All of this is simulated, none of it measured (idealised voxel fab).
process module | voxel ribs on slabs
cross-section cut | 165 nm wide | cells 5 nm
A cross-section is a grid of square cells, given in bands from the top down. A band is one or more rows of cells.
Each band's line starts with the height of the band's top and of its bottom, in nm. Then come its materials from left to right, each with its width in nm. One material with "throughout" fills the band from edge to edge. "air" is empty space.
Height 0 is the level under which the wafer as received is all one material. The lowest band goes on downwards, as in "0 down".
A width such as "30 to 40" changes by the same amount from each row of cells to the next, from the band's top row to its bottom row.
"no change" after a step means that no cell of the cross-section changed.
closed voids: empty space of 8 cells or more with no open way to the top, each as width x height at its distance from the left edge, in nm
after a step's settings: what the simulator itself notes on the step
overlay nm, on a step with a mask: how far to the right of its planned place the mask lay; to the left if negative
plan
1 op RECEIVE | material Si
2 op DIRECTIONAL_DEP | material SiO2 | thk nm 20
3 op DIRECTIONAL_DEP | material SiN | thk nm 15
4 op PATTERN | tone cover | mask id RIB | material resist | width nm 15 | thk nm 20 | overlay nm 0
5 op DIRECTIONAL_ETCH | etch materials SiN | depth nm 5
6 op STRIP | etch materials resist
7 op MASKED_ETCH | tone cover | mask id SLAB | width nm 55 | etch materials SiN | depth nm 10 | overlay nm 0
8 op FILL_DEP | material SiO2 | thk nm 25
9 op CMP | height nm 55
10 op DIRECTIONAL_DEP | material TiN | thk nm 10
11 op DIRECTIONAL_DEP | material aC | thk nm 10
12 op PATTERN | tone cover | mask id HEATER | material resist | width nm 25 | thk nm 30 | overlay nm 0
13 op DIRECTIONAL_ETCH | etch materials aC | depth nm 10
14 op STRIP | etch materials resist
15 op DIRECTIONAL_ETCH | etch materials TiN | depth nm 10
16 op STRIP | etch materials aC
17 op CONFORMAL_DEP | material SiO2 | thk nm 10
as received, after step 1
  0 down: Si throughout
  closed voids: none
a wafer at the end: this start, this plan, one mistake
  65 to 55: air 70 | TiN 25 | air 70
  55 to 35: SiO2 throughout
  35 to 30: SiO2 75 | SiN 15 | SiO2 75
  30 to 20: SiO2 55 | SiN 55 | SiO2 55
  20 to 0: SiO2 throughout
  0 down: Si throughout
  closed voids: none
what went wrong: step 17 was left out
